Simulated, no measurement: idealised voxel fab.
Process module, titled voxel spacer lines
This is section cut - it's 220 nm across, gridded in 5 nm square cells.
Cross-sections here: square-cell grids, written as top-down lists of bands, a band being one or more rows of cells.
It is stipulated that each band's entry specify, in nanometres, the height of the top of the band and then that of its bottom, followed by the materials of the band in left-to-right sequence, each together with its width in nanometres. A single material marked by the word "edge to edge" is understood to fill the band from edge to edge; the word "empty" is understood to denote empty space.
All heights in this document are referenced to 0, defined as the level beneath which the wafer, as received, consists entirely of one material. The lowest band is not bounded below; it extends indefinitely downward and is written in the form "0 -> down".
When a width is written as two numbers, as in "30..40", the first number is the width in the top row of cells of the band and the second is the width in its bottom row, and the width changes by the same amount from each row to the next.
"same as before" for a step: no cell of the cross-section changed in that step.
Listed in "Completely sealed voids": every empty space of 8 or more cells without an open way to the top. Form: width x height at distance, the distance being from the left edge, all in nm.
after a step's settings: what the simulator itself notes on the step
The setting "overlay nm" may be written on the line of a step. When the step uses a mask, the value reports how far to the right of the planned place the mask lay, and a negative value reports that it lay to the left.

## Set out below are the planned steps of the process
1) RECEIVE with material Si
2) CONFORMAL_DEP with material Al2O3, thk nm 5
3) DIRECTIONAL_DEP with material polySi, thk nm 10
4) DIRECTIONAL_DEP with material aC, thk nm 25
5) PATTERN with tone cover, mask id MANDREL, material resist, width nm 25, pitch nm 80, thk nm 35, overlay nm 0
6) DIRECTIONAL_ETCH with etch materials aC, depth nm 25
7) STRIP with etch materials resist
8) CONFORMAL_DEP with material SiN, thk nm 15
9) DIRECTIONAL_ETCH with etch materials SiN, depth nm 15
10) STRIP with etch materials aC
11) DIRECTIONAL_ETCH with etch materials polySi, depth nm 10
12) STRIP with etch materials SiN

## Wafer at receipt (post step 1), cross-section
* 0 -> down: Si edge to edge
* Completely sealed voids: none

## Same starting wafer, same plan as above, one mistake in the execution; this is the cross-section at the end of the module
* 15 -> 5: empty: 5; polySi: 15; empty: 25; polySi: 15; empty: 25; polySi: 15; empty: 25; polySi: 15; empty: 25; polySi: 15; empty: 25; polySi: 15
* 5 -> 0: Al2O3 edge to edge
* 0 -> down: Si edge to edge
* Completely sealed voids: none
Nonconformance to the process plan: step 5 was not run as planned; what actually ran was PATTERN with tone cover, mask id MANDREL, material resist, width nm 25, pitch nm 80, thk nm 35, overlay nm 5
